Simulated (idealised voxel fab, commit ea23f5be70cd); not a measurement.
process module | voxel transistor to metal
cross-section cut | 295 nm wide | cells 5 nm
A cross-section is a grid of square cells, given in bands from the top down. A band is one or more rows of cells.
Each band's line starts with the height of the band's top and of its bottom, in nm. Then come its materials from left to right, each with its width in nm. One material with "throughout" fills the band from edge to edge. "air" is empty space.
Height 0 is the level under which the wafer as received is all one material. The lowest band goes on downwards, as in "0 down".
A width such as "30 to 40" changes by the same amount from each row of cells to the next, from the band's top row to its bottom row.
"no change" after a step means that no cell of the cross-section changed.
closed voids: empty space of 8 cells or more with no open way to the top, each as width x height at its distance from the left edge, in nm
after a step's settings: what the simulator itself notes on the step
overlay nm, on a step with a mask: how far to the right of its planned place the mask lay; to the left if negative
plan
1 op RECEIVE | material Si
2 op CONFORMAL_DEP | material SiO2 | thk nm 5
3 op CONFORMAL_DEP | material SiN | thk nm 15
4 op PATTERN | tone cover | mask id ACTIVE | material resist | width nm 105 | pitch nm 130 | thk nm 20 | overlay nm 0
5 op DIRECTIONAL_ETCH | etch materials SiN | depth nm 15
6 op DIRECTIONAL_ETCH | etch materials SiO2 | depth nm 5
7 op DIRECTIONAL_ETCH | etch materials Si | depth nm 30
8 op STRIP | etch materials resist
9 op OXIDIZE | depth nm 5
10 op FILL_DEP | material SiO2 | thk nm 15
11 op CMP | height nm 20
12 op SELECTIVE_ETCH | etch materials SiO2 | depth nm 15
13 op STRIP | etch materials SiN
14 op SELECTIVE_ETCH | etch materials SiO2 | depth nm 5
15 op OXIDIZE | depth nm 5
16 op DIRECTIONAL_DEP | material polySi | thk nm 25
17 op DIRECTIONAL_DEP | material SiCN | thk nm 15
18 op DIRECTIONAL_DEP | material aC | thk nm 10
19 op PATTERN | tone cover | mask id GATE | material resist | width nm 25 | pitch nm 130 | thk nm 25 | overlay nm 0
20 op DIRECTIONAL_ETCH | etch materials aC | depth nm 10
21 op STRIP | etch materials resist
22 op DIRECTIONAL_ETCH | etch materials SiCN | depth nm 25
23 op DIRECTIONAL_ETCH | etch materials polySi | depth nm 35
24 op STRIP | etch materials aC
25 op CONFORMAL_DEP | material SiN | thk nm 5
26 op DIRECTIONAL_ETCH | etch materials SiN | depth nm 5
27 op DIRECTIONAL_ETCH | etch materials SiO2 | depth nm 5
28 op DIRECTIONAL_ETCH | etch materials Si | depth nm 10
29 op EPI | material nSi | thk nm 15
30 op FILL_DEP | material SiO2 | thk nm 5
31 op CMP | height nm 40
32 op DIRECTIONAL_DEP | material SiO2 | thk nm 10
33 op PATTERN | tone open | mask id CONTACT | material resist | width nm 30 | pitch nm 65 | thk nm 15 | overlay nm 0
34 op DIRECTIONAL_ETCH | etch materials SiO2 | depth nm 50
35 op STRIP | etch materials resist
36 op CONFORMAL_DEP | material TiN | thk nm 5
37 op FILL_DEP | material W | thk nm 5
38 op CMP | height nm 50
39 op DIRECTIONAL_DEP | material TiN | thk nm 5
40 op DIRECTIONAL_DEP | material Ru | thk nm 15
41 op MASKED_ETCH | tone cover | mask id METAL_1 | width nm 15 | etch materials Ru | depth nm 15 | overlay nm 0
42 op MASKED_ETCH | tone cover | mask id METAL_1 | width nm 15 | etch materials TiN | depth nm 5 | overlay nm 0
43 op CONFORMAL_DEP | material SiN | thk nm 5
44 op FILL_DEP | material SiO2 | thk nm 5
45 op CMP | height nm 70
46 op CONFORMAL_DEP | material SiCN | thk nm 5
47 op DIRECTIONAL_DEP | material SiO2 | thk nm 25
48 op DIRECTIONAL_DEP | material aC | thk nm 10
49 op PATTERN | tone open | mask id METAL_2 | material resist | width nm 15 | pitch nm 130 | thk nm 30 | overlay nm 0
50 op DIRECTIONAL_ETCH | etch materials aC | depth nm 10
51 op STRIP | etch materials resist
52 op DIRECTIONAL_ETCH | etch materials SiO2 | depth nm 15
53 op STRIP | etch materials aC
54 op MASKED_ETCH | tone open | mask id METAL_2_HOLES | width nm 15 | pitch nm 130 | etch materials SiO2 | depth nm 10 | overlay nm 0
55 op MASKED_ETCH | tone open | mask id METAL_2_HOLES | width nm 15 | pitch nm 130 | etch materials SiCN | depth nm 5 | overlay nm 0
56 op CONFORMAL_DEP | material TiN | thk nm 5
57 op FILL_DEP | material Ru | thk nm 10
58 op CMP | height nm 100
59 op CONFORMAL_DEP | material SiN | thk nm 5
as received, after step 1
  0 down: Si throughout
  closed voids: none
a wafer at the end: this start, this plan, one mistake
  105 to 100: SiN throughout
  100 to 95: TiN 40 | Ru 5 | TiN 125 | Ru 5 | TiN 120
  95 to 90: SiO2 35 | TiN 5 | Ru 5 | TiN 5 | SiO2 115 | TiN 5 | Ru 5 | TiN 5 | SiO2 115
  90 to 85: SiO2 35 | TiN 15 | SiO2 115 | TiN 15 | SiO2 115
  85 to 75: aC throughout
  75 to 70: SiCN throughout
  70 to 55: SiO2 30 | SiN 5 | Ru 15 | SiN 5 | SiO2 55 | SiN 5 | Ru 15 | SiN 5 | SiO2 25 | SiN 5 | Ru 15 | SiN 5 | SiO2 55 | SiN 5 | Ru 15 | SiN 5 | SiO2 30
  55 to 50: SiN 35 | TiN 15 | SiN 65 | TiN 15 | SiN 35 | TiN 15 | SiN 65 | TiN 15 | SiN 35
  50 to 40: SiO2 35 | TiN 5 | W 20 | TiN 5 | SiO2 35 | TiN 5 | W 20 | TiN 5 | SiO2 35 | TiN 5 | W 20 | TiN 5 | SiO2 35 | TiN 5 | W 20 | TiN 5 | SiO2 35
  40 to 25: SiO2 35 | TiN 5 | W 20 | TiN 5 | SiN 5 | SiCN 25 | SiN 5 | TiN 5 | W 20 | TiN 5 | SiO2 35 | TiN 5 | W 20 | TiN 5 | SiN 5 | SiCN 25 | SiN 5 | TiN 5 | W 20 | TiN 5 | SiO2 35
  25 to 15: SiO2 35 | TiN 5 | W 20 | TiN 5 | SiN 5 | polySi 25 | SiN 5 | TiN 5 | W 20 | TiN 5 | SiO2 35 | TiN 5 | W 20 | TiN 5 | SiN 5 | polySi 25 | SiN 5 | TiN 5 | W 20 | TiN 5 | SiO2 35
  15 to 10: SiO2 35 | TiN 5 | W 5 | TiN 20 | SiN 5 | polySi 25 | SiN 5 | TiN 20 | W 5 | TiN 5 | SiO2 35 | TiN 5 | W 5 | TiN 20 | SiN 5 | polySi 25 | SiN 5 | TiN 20 | W 5 | TiN 5 | SiO2 35
  10 to 5: SiO2 35 | TiN 5 | W 5 | TiN 5 | nSi 15 | SiN 5 | polySi 25 | SiN 5 | nSi 15 | TiN 5 | W 5 | TiN 5 | SiO2 35 | TiN 5 | W 5 | TiN 5 | nSi 15 | SiN 5 | polySi 25 | SiN 5 | nSi 15 | TiN 5 | W 5 | TiN 5 | SiO2 35
  5 to 0: SiO2 35 | TiN 15 | nSi 15 | SiN 5 | polySi 25 | SiN 5 | nSi 15 | TiN 15 | SiO2 35 | TiN 15 | nSi 15 | SiN 5 | polySi 25 | SiN 5 | nSi 15 | TiN 15 | SiO2 35
  0 to -5: SiO2 30 | nSi 35 | SiO2 35 | nSi 35 | SiO2 25 | nSi 35 | SiO2 35 | nSi 35 | SiO2 30
  -5 to -15: SiO2 35 | nSi 30 | Si 35 | nSi 30 | SiO2 35 | nSi 30 | Si 35 | nSi 30 | SiO2 35
  -15 to -35: SiO2 35 | Si 95 | SiO2 35 | Si 95 | SiO2 35
  -35 down: Si throughout
  closed voids: none
what went wrong: steps 47 and 48 were swapped
